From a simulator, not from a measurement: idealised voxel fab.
process module | voxel self aligned contacts
cross-section cut | 235 nm wide | cells 5 nm
A cross-section is a grid of square cells, given in bands from the top down. A band is one or more rows of cells.
Each band's line starts with the height of the band's top and of its bottom, in nm. Then come its materials from left to right, each with its width in nm. One material with "throughout" fills the band from edge to edge. "air" is empty space.
Height 0 is the level under which the wafer as received is all one material. The lowest band goes on downwards, as in "0 down".
A width such as "30 to 40" changes by the same amount from each row of cells to the next, from the band's top row to its bottom row.
"no change" after a step means that no cell of the cross-section changed.
closed voids: empty space of 8 cells or more with no open way to the top, each as width x height at its distance from the left edge, in nm
after a step's settings: what the simulator itself notes on the step
overlay nm, on a step with a mask: how far to the right of its planned place the mask lay; to the left if negative
plan
1 op RECEIVE | material Si
2 op CONFORMAL_DEP | material SiO2 | thk nm 5
3 op DIRECTIONAL_DEP | material polySi | thk nm 30
4 op DIRECTIONAL_DEP | material SiN | thk nm 20
5 op DIRECTIONAL_DEP | material aC | thk nm 10
6 op PATTERN | tone cover | mask id GATE | material resist | width nm 30 | pitch nm 65 | thk nm 25 | overlay nm 0
7 op DIRECTIONAL_ETCH | etch materials aC | depth nm 10
8 op STRIP | etch materials resist
9 op DIRECTIONAL_ETCH | etch materials SiN | depth nm 20
10 op DIRECTIONAL_ETCH | etch materials polySi | depth nm 30
11 op STRIP | etch materials aC
12 op CONFORMAL_DEP | material SiN | thk nm 10
13 op DIRECTIONAL_ETCH | etch materials SiN | depth nm 10
14 op FILL_DEP | material SiO2 | thk nm 15
15 op CMP | height nm 65
16 op PATTERN | tone open | mask id CONTACT | material resist | width nm 45 | thk nm 20 | overlay nm 0
17 op DIRECTIONAL_ETCH | etch materials SiO2 | depth nm 65
18 op STRIP | etch materials resist
19 op CONFORMAL_DEP | material TiN | thk nm 5
20 op FILL_DEP | material Ru | thk nm 5
21 op CMP | height nm 65
22 op CONFORMAL_DEP | material SiN | thk nm 5
first wafer, as planned
as received, after step 1
  0 down: Si throughout
  closed voids: none
after step 2
  5 to 0: SiO2 throughout
  below 0: unchanged
after step 3
  35 to 5: polySi throughout
  below 5: unchanged
after step 4
  55 to 35: SiN throughout
  below 35: unchanged
after step 5
  65 to 55: aC throughout
  below 55: unchanged
after step 6
  90 to 65: air 70 | resist 30 | air 35 | resist 30 | air 70
  below 65: unchanged
after step 7
  80 to 65: air 70 | resist 30 | air 35 | resist 30 | air 70
  65 to 55: air 70 | aC 30 | air 35 | aC 30 | air 70
  below 55: unchanged
after step 8
  65 to 55: air 70 | aC 30 | air 35 | aC 30 | air 70
  below 55: unchanged
after step 9
  65 to 55: air 70 | aC 30 | air 35 | aC 30 | air 70
  55 to 35: air 70 | SiN 30 | air 35 | SiN 30 | air 70
  below 35: unchanged
after step 10
  65 to 55: air 70 | aC 30 | air 35 | aC 30 | air 70
  55 to 35: air 70 | SiN 30 | air 35 | SiN 30 | air 70
  35 to 5: air 70 | polySi 30 | air 35 | polySi 30 | air 70
  below 5: unchanged
after step 11
  55 to 35: air 70 | SiN 30 | air 35 | SiN 30 | air 70
  below 35: unchanged
after step 12
  65 to 35: air 60 | SiN 50 | air 15 | SiN 50 | air 60
  35 to 15: air 60 | SiN 10 | polySi 30 | SiN 10 | air 15 | SiN 10 | polySi 30 | SiN 10 | air 60
  15 to 5: SiN 70 | polySi 30 | SiN 35 | polySi 30 | SiN 70
  below 5: unchanged
after step 13
  55 to 35: air 60 | SiN 50 | air 15 | SiN 50 | air 60
  35 to 5: air 60 | SiN 10 | polySi 30 | SiN 10 | air 15 | SiN 10 | polySi 30 | SiN 10 | air 60
  below 5: unchanged
after step 14
  70 to 55: SiO2 throughout
  55 to 35: SiO2 60 | SiN 50 | SiO2 15 | SiN 50 | SiO2 60
  35 to 5: SiO2 60 | SiN 10 | polySi 30 | SiN 10 | SiO2 15 | SiN 10 | polySi 30 | SiN 10 | SiO2 60
  below 5: unchanged
after step 15
  65 to 55: SiO2 throughout
  below 55: unchanged
after step 16
  85 to 65: resist 95 | air 45 | resist 95
  below 65: unchanged
after step 17
  85 to 65: resist 95 | air 45 | resist 95
  65 to 55: SiO2 95 | air 45 | SiO2 95
  55 to 35: SiO2 60 | SiN 50 | air 15 | SiN 50 | SiO2 60
  35 to 5: SiO2 60 | SiN 10 | polySi 30 | SiN 10 | air 15 | SiN 10 | polySi 30 | SiN 10 | SiO2 60
  5 to 0: SiO2 110 | air 15 | SiO2 110
  below 0: unchanged
after step 18
  65 to 55: SiO2 95 | air 45 | SiO2 95
  below 55: unchanged
after step 19
  70 to 65: TiN 100 | air 35 | TiN 100
  65 to 55: SiO2 95 | TiN 5 to 20 | air 35 to 5 | TiN 5 to 20 | SiO2 95
  55 to 35: SiO2 60 | SiN 50 | TiN 5 | air 5 | TiN 5 | SiN 50 | SiO2 60
  35 to 5: SiO2 60 | SiN 10 | polySi 30 | SiN 10 | TiN 5 | air 5 | TiN 5 | SiN 10 | polySi 30 | SiN 10 | SiO2 60
  5 to 0: SiO2 110 | TiN 15 | SiO2 110
  below 0: unchanged
after step 20
  75 to 70: Ru throughout
  70 to 65: TiN 100 | Ru 35 | TiN 100
  65 to 55: SiO2 95 | TiN 5 to 20 | Ru 35 to 5 | TiN 5 to 20 | SiO2 95
  55 to 35: SiO2 60 | SiN 50 | TiN 5 | Ru 5 | TiN 5 | SiN 50 | SiO2 60
  35 to 5: SiO2 60 | SiN 10 | polySi 30 | SiN 10 | TiN 5 | Ru 5 | TiN 5 | SiN 10 | polySi 30 | SiN 10 | SiO2 60
  below 5: unchanged
after step 21
  65 to 55: SiO2 95 | TiN 5 to 20 | Ru 35 to 5 | TiN 5 to 20 | SiO2 95
  below 55: unchanged
after step 22
  70 to 65: SiN throughout
  below 65: unchanged
second wafer: like start, like plan, one mistake. Through step 3 it matches the first wafer
when step 4 should have ended
  75 to 35: SiN throughout
  below 35: unchanged
when step 5 should have ended
  85 to 75: aC throughout
  below 75: unchanged
when step 6 should have ended
  110 to 85: air 70 | resist 30 | air 35 | resist 30 | air 70
  below 85: unchanged
when step 7 should have ended
  100 to 85: air 70 | resist 30 | air 35 | resist 30 | air 70
  85 to 75: air 70 | aC 30 | air 35 | aC 30 | air 70
  below 75: unchanged
when step 8 should have ended
  85 to 75: air 70 | aC 30 | air 35 | aC 30 | air 70
  below 75: unchanged
when step 9 should have ended
  85 to 75: air 70 | aC 30 | air 35 | aC 30 | air 70
  75 to 55: air 70 | SiN 30 | air 35 | SiN 30 | air 70
  below 55: unchanged
when step 10 should have ended: no change
when step 11 should have ended
  75 to 55: air 70 | SiN 30 | air 35 | SiN 30 | air 70
  below 55: unchanged
when step 12 should have ended
  85 to 65: air 60 | SiN 50 | air 15 | SiN 50 | air 60
  65 to 35: SiN throughout
  below 35: unchanged
when step 13 should have ended
  75 to 55: air 60 | SiN 50 | air 15 | SiN 50 | air 60
  below 55: unchanged
when step 14 should have ended
  90 to 75: SiO2 throughout
  75 to 55: SiO2 60 | SiN 50 | SiO2 15 | SiN 50 | SiO2 60
  below 55: unchanged
when step 15 should have ended
  65 to 55: SiO2 60 | SiN 50 | SiO2 15 | SiN 50 | SiO2 60
  below 55: unchanged
when step 16 should have ended
  85 to 65: resist 95 | air 45 | resist 95
  below 65: unchanged
when step 17 should have ended
  85 to 65: resist 95 | air 45 | resist 95
  65 to 55: SiO2 60 | SiN 50 | air 15 | SiN 50 | SiO2 60
  below 55: unchanged
when step 18 should have ended
  65 to 55: SiO2 60 | SiN 50 | air 15 | SiN 50 | SiO2 60
  below 55: unchanged
when step 19 should have ended
  70 to 65: TiN 115 | air 5 | TiN 115
  65 to 60: SiO2 60 | SiN 50 | TiN 5 | air 5 | TiN 5 | SiN 50 | SiO2 60
  60 to 55: SiO2 60 | SiN 50 | TiN 15 | SiN 50 | SiO2 60
  below 55: unchanged
when step 20 should have ended
  75 to 70: Ru throughout
  70 to 65: TiN 115 | Ru 5 | TiN 115
  65 to 60: SiO2 60 | SiN 50 | TiN 5 | Ru 5 | TiN 5 | SiN 50 | SiO2 60
  below 60: unchanged
when step 21 should have ended
  65 to 60: SiO2 60 | SiN 50 | TiN 5 | Ru 5 | TiN 5 | SiN 50 | SiO2 60
  below 60: unchanged
when step 22 should have ended
  70 to 65: SiN throughout
  below 65: unchanged
what went wrong: step 4 was run twice
at the end the second wafer has, in cells: 17 fewer of Ru | 100 more of SiN | 265 fewer of SiO2 | 28 fewer of TiN | 210 more of polySi
